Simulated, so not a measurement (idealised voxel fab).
The document below concerns the process module designated voxel gate over fins.
This is section cut - it's 245 nm across, gridded in 5 nm square cells.
A cross-section is written here as square cells arranged in a grid, and it is given in bands from the top down, each band taking up one or more rows of cells. Quick guide to a band line: top height, bottom height (nm) up front; then every material left to right with its width in nm. Only one material and it's marked "throughout"? Then it fills the band edge to edge. And "blank" just means empty space. Where do heights start? At 0: under that level the wafer as delivered is made of one material only. And the lowest band has no floor; it just carries on downward, as in "top 0, no bottom". Top row gets the first number, bottom row gets the second, and each row in between changes by the same step: that is how a band width like "30..40" works. "remains unaltered" for a step: no cell of the cross-section changed in that step. What "Voids, enclosed" gives you is every empty space of 8 cells or more that is cut off from the top. Each appears as width x height at distance, with the distance taken from the left edge and width, height and distance all in nm. Read whatever lies past the settings on a step's line as the simulator's own remark about the step. overlay nm: for a step with a mask, the amount by which the mask lay right of where it was planned; a negative amount means left of it.

### Set out below are the planned steps of the process
1: RECEIVE, material Si
2: CONFORMAL_DEP, material SiN, thk nm 5
3: MASKED_ETCH, tone cover, mask id FINS, width nm 15, pitch nm 55, etch materials SiN, depth nm 5, overlay nm 0
4: MASKED_ETCH, tone cover, mask id FINS, width nm 15, pitch nm 55, etch materials Si, depth nm 30, overlay nm 0
5: OXIDIZE, depth nm 5
6: FILL_DEP, material SiO2, thk nm 15
7: CMP, height nm 5
8: PATTERN, tone open, mask id RAIL, material resist, width nm 15, thk nm 20, overlay nm 0
9: DIRECTIONAL_ETCH, etch materials SiO2, depth nm 30
10: STRIP, etch materials resist
11: CONFORMAL_DEP, material TiN, thk nm 5
12: FILL_DEP, material W, thk nm 5
13: CMP, height nm 5
14: SELECTIVE_ETCH, etch materials W Ru TiN, depth nm 25
15: FILL_DEP, material SiO2, thk nm 5
16: CMP, height nm 5
17: SELECTIVE_ETCH, etch materials SiO2, depth nm 20
18: STRIP, etch materials SiN
19: CONFORMAL_DEP, material HfO2, thk nm 5
20: CONFORMAL_DEP, material TiN, thk nm 5
21: FILL_DEP, material W, thk nm 10
22: CMP, height nm 15
23: CONFORMAL_DEP, material SiN, thk nm 5

### Delivered wafer in cross-section: state after step 1
  top 0, no bottom  Si throughout
  Voids, enclosed: none

### End-of-module XS, first of two wafers, run as planned
  top 20, bottom 15  SiN throughout
  top 15, bottom 10  W throughout
  top 10, bottom 5  W=25, TiN=25, W=30, TiN=25, W=30, TiN=25, W=30, TiN=25, W=30
  top 5, bottom 0  W=25, TiN=5, HfO2=15, TiN=5, W=30, TiN=5, HfO2=15, TiN=5, W=30, TiN=5, HfO2=15, TiN=5, W=30, TiN=5, HfO2=15, TiN=5, W=30
  top 0, bottom -5  W=25, TiN=5, HfO2=5, Si=5, HfO2=5, TiN=5, W=30, TiN=5, HfO2=5, Si=5, HfO2=5, TiN=5, W=30, TiN=5, HfO2=5, Si=5, HfO2=5, TiN=5, W=30, TiN=5, HfO2=5, Si=5, HfO2=5, TiN=5, W=30
  top -5, bottom -10  TiN=30, HfO2=5, Si=5, HfO2=5, TiN=40, HfO2=5, Si=5, HfO2=5, TiN=40, HfO2=5, Si=5, HfO2=5, TiN=40, HfO2=5, Si=5, HfO2=5, TiN=35
  top -10, bottom -15  HfO2=35, Si=5, HfO2=50, Si=5, HfO2=50, Si=5, HfO2=50, Si=5, HfO2=40
  top -15, bottom -20  SiO2=35, Si=5, SiO2=50, Si=5, SiO2=50, Si=5, SiO2=50, Si=5, SiO2=40
  top -20, bottom -25  SiO2=35, Si=5, SiO2=15, TiN=15, SiO2=20, Si=5, SiO2=50, Si=5, SiO2=50, Si=5, SiO2=40
  top -25, bottom -35  SiO2=35, Si=5, SiO2=50, Si=5, SiO2=50, Si=5, SiO2=50, Si=5, SiO2=40
  top -35, no bottom  Si throughout
  Voids, enclosed: none

### Cross-sectional view of the second of two wafers upon completion of the module. This wafer shared its starting condition and process plan with the first; one error was made during its execution
  top 20, bottom 15  SiN throughout
  top 15, bottom 10  W throughout
  top 10, bottom 5  W=25, TiN=25, W=30, TiN=25, W=30, TiN=25, W=30, TiN=25, W=30
  top 5, bottom 0  TiN=30, HfO2=15, TiN=40, HfO2=15, TiN=40, HfO2=15, TiN=40, HfO2=15, TiN=35
  top 0, bottom -5  HfO2=35, Si=5, HfO2=50, Si=5, HfO2=50, Si=5, HfO2=50, Si=5, HfO2=40
  top -5, bottom -20  SiO2=35, Si=5, SiO2=50, Si=5, SiO2=50, Si=5, SiO2=50, Si=5, SiO2=40
  top -20, bottom -25  SiO2=35, Si=5, SiO2=15, TiN=15, SiO2=20, Si=5, SiO2=50, Si=5, SiO2=50, Si=5, SiO2=40
  top -25, bottom -35  SiO2=35, Si=5, SiO2=50, Si=5, SiO2=50, Si=5, SiO2=50, Si=5, SiO2=40
  top -35, no bottom  Si throughout
  Voids, enclosed: none
Where did the run depart from the plan? not per plan at step 17, really ran SELECTIVE_ETCH, etch materials SiO2, depth nm 10
Final cells, second wafer relative to first, materials higher or lower: HfO2: 16 fewer, SiO2: 90 more, TiN: 16 fewer, W: 58 fewer
